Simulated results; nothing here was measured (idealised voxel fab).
This section sets out a process module, namely voxel ribs on slabs.
Square cell edge 5 nm, section width 190 nm, ID cut.
We lay out every cross-section as a grid of square cells and spell it out in bands from the top down, where one band means one or more rows of cells.
It is stipulated that each band's entry specify, in nanometres, the height of the top of the band and then that of its bottom, followed by the materials of the band in left-to-right sequence, each together with its width in nanometres. A single material marked by the word "everywhere" is understood to fill the band from edge to edge; the word "blank" is understood to denote empty space.
Convention: height 0 is the level below which the wafer, as received, is all one material. The lowest band does not terminate at the bottom but continues downward, represented as "0 -> down".
A two-number width, for instance "30..40", indicates that the width is equal to the first number in the top row of the band and to the second number in the bottom row, and that it changes by a constant amount per row of cells.
Given "nothing altered" for a step, no cell of the cross-section differs between before and after that step.
"Tabulated closed voids" - sealed voids, min. 8 cells, no opening to top; format: width x height at distance (distance from left edge; nm throughout).
It should be noted that, on the line of a given step, the content following the step's settings is a remark produced by the simulator itself with respect to that step.
"overlay nm" answers the question of how far to the right of plan the mask lay on a step that has a mask, and when it is negative the answer is to the left.

plan
1. RECEIVE | material Si
2. DIRECTIONAL_DEP | material SiO2 | thk nm 20
3. DIRECTIONAL_DEP | material SiN | thk nm 20
4. DIRECTIONAL_DEP | material aC | thk nm 15
5. PATTERN | tone cover | mask id RIB | material resist | width nm 20 | thk nm 30 | overlay nm 0
6. DIRECTIONAL_ETCH | etch materials aC | depth nm 15
7. STRIP | etch materials resist
8. DIRECTIONAL_ETCH | etch materials SiN | depth nm 10
9. STRIP | etch materials aC
10. PATTERN | tone cover | mask id SLAB | material resist | width nm 70 | thk nm 15 | overlay nm 0
11. DIRECTIONAL_ETCH | etch materials SiN | depth nm 10
12. STRIP | etch materials resist
13. FILL_DEP | material SiO2 | thk nm 30
14. CMP | height nm 60
15. DIRECTIONAL_DEP | material W | thk nm 5
16. DIRECTIONAL_DEP | material aC | thk nm 15
17. PATTERN | tone cover | mask id HEATER | material resist | width nm 30 | thk nm 30 | overlay nm 0
18. DIRECTIONAL_ETCH | etch materials aC | depth nm 15
19. STRIP | etch materials resist
20. DIRECTIONAL_ETCH | etch materials W | depth nm 5
21. STRIP | etch materials aC
22. CONFORMAL_DEP | material SiN | thk nm 5

First of the two wafers, run per plan

Wafer at receipt (post step 1), cross-section
> 0 -> down: Si everywhere
> Tabulated closed voids: none

Wafer section view after processing step 2
> 20 -> 0: SiO2 everywhere
> Note: structure below 0 unchanged.

Wafer section view after processing step 3
> 40 -> 20: SiN everywhere
> Note: structure below 20 unchanged.

Wafer section view after processing step 4
> 55 -> 40: aC everywhere
> Note: structure below 40 unchanged.

Wafer section view after processing step 5
> 85 -> 55: blank 85; resist 20; blank 85
> Note: structure below 55 unchanged.

Wafer section view after processing step 6
> 70 -> 55: blank 85; resist 20; blank 85
> 55 -> 40: blank 85; aC 20; blank 85
> Note: structure below 40 unchanged.

Wafer section view after processing step 7
> 55 -> 40: blank 85; aC 20; blank 85
> Note: structure below 40 unchanged.

Wafer section view after processing step 8
> 55 -> 40: blank 85; aC 20; blank 85
> 40 -> 30: blank 85; SiN 20; blank 85
> Note: structure below 30 unchanged.

Wafer section view after processing step 9
> 40 -> 30: blank 85; SiN 20; blank 85
> Note: structure below 30 unchanged.

Wafer section view after processing step 10
> 55 -> 40: blank 60; resist 70; blank 60
> 40 -> 30: blank 60; resist 25; SiN 20; resist 25; blank 60
> Note: structure below 30 unchanged.

Wafer section view after processing step 11
> 55 -> 40: blank 60; resist 70; blank 60
> 40 -> 30: blank 60; resist 25; SiN 20; resist 25; blank 60
> 30 -> 20: blank 60; SiN 70; blank 60
> Note: structure below 20 unchanged.

Wafer section view after processing step 12
> 40 -> 30: blank 85; SiN 20; blank 85
> Note: structure below 30 unchanged.

Wafer section view after processing step 13
> 70 -> 40: SiO2 everywhere
> 40 -> 30: SiO2 85; SiN 20; SiO2 85
> 30 -> 20: SiO2 60; SiN 70; SiO2 60
> Note: structure below 20 unchanged.

Wafer section view after processing step 14
> 60 -> 40: SiO2 everywhere
> Note: structure below 40 unchanged.

Wafer section view after processing step 15
> 65 -> 60: W everywhere
> Note: structure below 60 unchanged.

Wafer section view after processing step 16
> 80 -> 65: aC everywhere
> Note: structure below 65 unchanged.

Wafer section view after processing step 17
> 110 -> 80: blank 80; resist 30; blank 80
> Note: structure below 80 unchanged.

Wafer section view after processing step 18
> 95 -> 80: blank 80; resist 30; blank 80
> 80 -> 65: blank 80; aC 30; blank 80
> Note: structure below 65 unchanged.

Wafer section view after processing step 19
> 80 -> 65: blank 80; aC 30; blank 80
> Note: structure below 65 unchanged.

Wafer section view after processing step 20
> 80 -> 65: blank 80; aC 30; blank 80
> 65 -> 60: blank 80; W 30; blank 80
> Note: structure below 60 unchanged.

Wafer section view after processing step 21
> 65 -> 60: blank 80; W 30; blank 80
> Note: structure below 60 unchanged.

Wafer section view after processing step 22
> 70 -> 65: blank 75; SiN 40; blank 75
> 65 -> 60: SiN 80; W 30; SiN 80
> Note: structure below 60 unchanged.

Second Wafer (Identical Start and Plan, One Processing Error; Matches First Wafer Through Step 21)

Second wafer at the planned finish of step 22, seen in cross-section: nothing altered
Nonconformance to the process plan: step 22 of the plan was excluded from execution and never run
The second wafer ends with more or fewer cells of some materials than the first, per final count: SiN: 40 fewer
